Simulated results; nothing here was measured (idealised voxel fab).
process module | voxel fin reveal
cross-section cut | 205 nm wide | cells 5 nm
A cross-section is a grid of square cells, given in bands from the top down. A band is one or more rows of cells.
Each band's line starts with the height of the band's top and of its bottom, in nm. Then come its materials from left to right, each with its width in nm. One material with "throughout" fills the band from edge to edge. "air" is empty space.
Height 0 is the level under which the wafer as received is all one material. The lowest band goes on downwards, as in "0 down".
A width such as "30 to 40" changes by the same amount from each row of cells to the next, from the band's top row to its bottom row.
"no change" after a step means that no cell of the cross-section changed.
closed voids: empty space of 8 cells or more with no open way to the top, each as width x height at its distance from the left edge, in nm
after a step's settings: what the simulator itself notes on the step
overlay nm, on a step with a mask: how far to the right of its planned place the mask lay; to the left if negative
Each pair below shows a cross-section before one step and the cross-section after it, down to the lowest band that changed. The line under each pair gives the step between them, with its settings. The pairs can come from different runs of this module on the same starting wafer, so a pair continues from the pair above only where its "before" says so.
before
  0 down: Si throughout
  closed voids: none
after
  5 to 0: SiN throughout
  below 0: unchanged
  closed voids: none
the step between: op CONFORMAL_DEP | material SiN | thk nm 5
before: the cross-section after the pair above
after
  5 to 0: air 75 | SiN 15 | air 20 | SiN 15 | air 80
  below 0: unchanged
  closed voids: none
the step between: op MASKED_ETCH | tone cover | mask id FINS | width nm 15 | pitch nm 35 | etch materials SiN | depth nm 5 | overlay nm 0
before: the cross-section after the pair above
after
  5 to 0: air 75 | SiN 15 | air 20 | SiN 15 | air 80
  0 to -30: air 75 | Si 15 | air 20 | Si 15 | air 80
  below -30: unchanged
  closed voids: none
the step between: op MASKED_ETCH | tone cover | mask id FINS | width nm 15 | pitch nm 35 | etch materials Si | depth nm 30 | overlay nm 0
before: the cross-section after the pair above
after
  10 to 5: SiO2 throughout
  5 to 0: SiO2 75 | SiN 15 | SiO2 20 | SiN 15 | SiO2 80
  0 to -30: SiO2 75 | Si 15 | SiO2 20 | Si 15 | SiO2 80
  below -30: unchanged
  closed voids: none
the step between: op FILL_DEP | material SiO2 | thk nm 5
before: the cross-section after the pair above
after
  5 to 0: SiO2 75 | SiN 15 | SiO2 20 | SiN 15 | SiO2 80
  below 0: unchanged
  closed voids: none
the step between: op CMP | height nm 5
before: the cross-section after the pair above
after
  5 to 0: air 75 | SiN 15 | air 20 | SiN 15 | air 80
  0 to -20: air 75 | Si 15 | air 20 | Si 15 | air 80
  below -20: unchanged
  closed voids: none
the step between: op SELECTIVE_ETCH | etch materials SiO2 | depth nm 25
before: the cross-section after the pair above
after
  0 to -20: air 75 | Si 15 | air 20 | Si 15 | air 80
  below -20: unchanged
  closed voids: none
the step between: op STRIP | etch materials SiN
before: the cross-section after the pair above
after
  5 to 0: air 70 | HfO2 25 | air 10 | HfO2 25 | air 75
  0 to -15: air 70 | HfO2 5 | Si 15 | HfO2 5 | air 10 | HfO2 5 | Si 15 | HfO2 5 | air 75
  -15 to -20: HfO2 75 | Si 15 | HfO2 20 | Si 15 | HfO2 80
  below -20: unchanged
  closed voids: none
the step between: op CONFORMAL_DEP | material HfO2 | thk nm 5
before
  5 to 0: air 75 | SiN 15 | air 20 | SiN 15 | air 80
  0 to -30: air 75 | Si 15 | air 20 | Si 15 | air 80
  -30 down: Si throughout
  closed voids: none
after
  5 to 0: air 75 | SiN 15 | air 20 | SiN 15 | air 80
  0 to -60: air 75 | Si 15 | air 20 | Si 15 | air 80
  below -60: unchanged
  closed voids: none
the step between: op MASKED_ETCH | tone cover | mask id FINS | width nm 15 | pitch nm 35 | etch materials Si | depth nm 30 | overlay nm 0
before: the cross-section after the pair above
after
  10 to 5: SiO2 throughout
  5 to 0: SiO2 75 | SiN 15 | SiO2 20 | SiN 15 | SiO2 80
  0 to -60: SiO2 75 | Si 15 | SiO2 20 | Si 15 | SiO2 80
  below -60: unchanged
  closed voids: none
the step between: op FILL_DEP | material SiO2 | thk nm 5
before: the cross-section after the pair above
after
  5 to 0: SiO2 75 | SiN 15 | SiO2 20 | SiN 15 | SiO2 80
  below 0: unchanged
  closed voids: none
the step between: op CMP | height nm 5
before: the cross-section after the pair above
after
  5 to 0: air 75 | SiN 15 | air 20 | SiN 15 | air 80
  0 to -20: air 75 | Si 15 | air 20 | Si 15 | air 80
  below -20: unchanged
  closed voids: none
the step between: op SELECTIVE_ETCH | etch materials SiO2 | depth nm 25
before: the cross-section after the pair above
after
  0 to -20: air 75 | Si 15 | air 20 | Si 15 | air 80
  below -20: unchanged
  closed voids: none
the step between: op STRIP | etch materials SiN
before: the cross-section after the pair above
after
  5 to 0: air 70 | HfO2 25 | air 10 | HfO2 25 | air 75
  0 to -15: air 70 | HfO2 5 | Si 15 | HfO2 5 | air 10 | HfO2 5 | Si 15 | HfO2 5 | air 75
  -15 to -20: HfO2 75 | Si 15 | HfO2 20 | Si 15 | HfO2 80
  below -20: unchanged
  closed voids: none
the step between: op CONFORMAL_DEP | material HfO2 | thk nm 5
before
  5 to 0: SiO2 75 | SiN 15 | SiO2 20 | SiN 15 | SiO2 80
  0 to -30: SiO2 75 | Si 15 | SiO2 20 | Si 15 | SiO2 80
  -30 down: Si throughout
  closed voids: none
after
  5 to 0: SiO2 75 | air 15 | SiO2 20 | air 15 | SiO2 80
  below 0: unchanged
  closed voids: none
the step between: op STRIP | etch materials SiN
before: the cross-section after the pair above
after
  0 to -20: air 75 | Si 15 | air 20 | Si 15 | air 80
  -20 to -25: SiO2 50 | air 25 | Si 15 | air 20 | Si 15 | air 25 | SiO2 55
  below -25: unchanged
  closed voids: none
the step between: op SELECTIVE_ETCH | etch materials SiO2 | depth nm 25
before: the cross-section after the pair above
after
  5 to 0: air 70 | HfO2 25 | air 10 | HfO2 25 | air 75
  0 to -15: air 70 | HfO2 5 | Si 15 | HfO2 5 | air 10 | HfO2 5 | Si 15 | HfO2 5 | air 75
  -15 to -20: HfO2 55 | air 15 | HfO2 5 | Si 15 | HfO2 5 | air 10 | HfO2 5 | Si 15 | HfO2 5 | air 15 | HfO2 60
  -20 to -25: SiO2 50 | HfO2 25 | Si 15 | HfO2 20 | Si 15 | HfO2 25 | SiO2 55
  below -25: unchanged
  closed voids: none
the step between: op CONFORMAL_DEP | material HfO2 | thk nm 5
before
  0 to -20: air 75 | Si 15 | air 20 | Si 15 | air 80
  -20 to -30: SiO2 75 | Si 15 | SiO2 20 | Si 15 | SiO2 80
  -30 down: Si throughout
  closed voids: none
after
  15 to 0: air 60 | HfO2 80 | air 65
  0 to -5: air 60 | HfO2 15 | Si 15 | HfO2 20 | Si 15 | HfO2 15 | air 65
  -5 to -20: HfO2 75 | Si 15 | HfO2 20 | Si 15 | HfO2 80
  below -20: unchanged
  closed voids: none
the step between: op CONFORMAL_DEP | material HfO2 | thk nm 15
before
  0 to -20: air 75 | Si 15 | air 20 | Si 15 | air 80
  -20 to -30: SiO2 75 | Si 15 | SiO2 20 | Si 15 | SiO2 80
  -30 down: Si throughout
  closed voids: none
after
  5 to 0: air 70 | SiO2 25 | air 10 | SiO2 25 | air 75
  0 to -15: air 70 | SiO2 5 | Si 15 | SiO2 5 | air 10 | SiO2 5 | Si 15 | SiO2 5 | air 75
  -15 to -30: SiO2 75 | Si 15 | SiO2 20 | Si 15 | SiO2 80
  below -30: unchanged
  closed voids: none
the step between: op CONFORMAL_DEP | material SiO2 | thk nm 5
